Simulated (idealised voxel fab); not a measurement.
Herein follows the process module entitled voxel self aligned contacts.
Square cells of 5 nm make up the cross-section cut, whose width is 220 nm.
Square cells in a grid make up a cross-section in this document, and the grid is given as bands, listed from the top down, each one or more rows of cells. What a band's entry tells you: where the top is and where the bottom is, as heights in nm, and after that what lies inside, material by material from left to right, each with its width in nm. Empty space is written as the word "blank", and a single material marked with the word "throughout" occupies the band from edge to edge. Beneath 0, the wafer as received is one material, and that level is where height counting begins. The lowest band goes on downward without a bottom; it is written like "0..down". Width "30..40": first value at the band's top row of cells, second value at its bottom row, equal change from row to row. Take "nothing altered" at face value: in the step it is given for, the cross-section changed in none of its cells. In "Enclosed internal cavities" the enclosed voids are listed, meaning empty spaces of 8 cells or larger without any opening to the top. The form is width x height at distance, distance from the left edge, units nm. If you see something after the settings on a step's line, that's the simulator's own remark about that step. "overlay nm" denotes, for a step that has a mask, the displacement of the mask to the right of its planned place, with negative values corresponding to the left.

**Set out below are the planned steps of the process**
| 1 | RECEIVE with material Si |
| 2 | OXIDIZE with depth nm 5 |
| 3 | DIRECTIONAL_DEP with material polySi, thk nm 25 |
| 4 | DIRECTIONAL_DEP with material SiN, thk nm 20 |
| 5 | PATTERN with tone cover, mask id GATE, material resist, width nm 25, pitch nm 55, thk nm 20, overlay nm 0 |
| 6 | DIRECTIONAL_ETCH with etch materials SiN, depth nm 20 |
| 7 | DIRECTIONAL_ETCH with etch materials polySi, depth nm 25 |
| 8 | STRIP with etch materials resist |
| 9 | CONFORMAL_DEP with material SiN, thk nm 5 |
| 10 | DIRECTIONAL_ETCH with etch materials SiN, depth nm 5 |
| 11 | FILL_DEP with material SiO2, thk nm 15 |
| 12 | CMP with height nm 50 |
| 13 | PATTERN with tone open, mask id CONTACT, material resist, width nm 40, thk nm 20, overlay nm 0 |
| 14 | DIRECTIONAL_ETCH with etch materials SiO2, depth nm 55 |
| 15 | STRIP with etch materials resist |
| 16 | CONFORMAL_DEP with material TiN, thk nm 5 |
| 17 | FILL_DEP with material Ru, thk nm 10 |
| 18 | CMP with height nm 50 |
| 19 | CONFORMAL_DEP with material SiN, thk nm 5 |

**Cross-section: wafer on arrival = after step 1**
0..down  Si throughout
Enclosed internal cavities: none

**Cross-section: first of two wafers, module finished, run according to plan**
55..50  SiN throughout
50..45  SiO2 90 nm / TiN 15 nm / Ru 10 nm / TiN 15 nm / SiO2 90 nm
45..25  SiO2 65 nm / SiN 35 nm / TiN 5 nm / Ru 10 nm / TiN 5 nm / SiN 35 nm / SiO2 65 nm
25..0  SiO2 65 nm / SiN 5 nm / polySi 25 nm / SiN 5 nm / TiN 5 nm / Ru 10 nm / TiN 5 nm / SiN 5 nm / polySi 25 nm / SiN 5 nm / SiO2 65 nm
0..-5  SiO2 100 nm / TiN 20 nm / SiO2 100 nm
-5..down  Si throughout
Enclosed internal cavities: none

**Cross-section, wafer two of two, end of module: same start and plan as wafer one, one error in execution**
55..50  SiN throughout
50..45  SiO2 95 nm / TiN 10 nm / Ru 10 nm / TiN 10 nm / SiO2 95 nm
45..25  SiO2 65 nm / SiN 35 nm / TiN 5 nm / Ru 10 nm / TiN 5 nm / SiN 35 nm / SiO2 65 nm
25..0  SiO2 65 nm / SiN 5 nm / polySi 25 nm / SiN 5 nm / TiN 5 nm / Ru 10 nm / TiN 5 nm / SiN 5 nm / polySi 25 nm / SiN 5 nm / SiO2 65 nm
0..-5  SiO2 100 nm / TiN 20 nm / SiO2 100 nm
-5..down  Si throughout
Enclosed internal cavities: none
Run error: in deviation from the planned setting, step 13 was conducted as PATTERN with tone open, mask id CONTACT, material resist, width nm 30, thk nm 20, overlay nm 0
Wafer comparison, final, in cells, second relative to first, materials more or fewer: SiO2: 2 more, TiN: 2 fewer
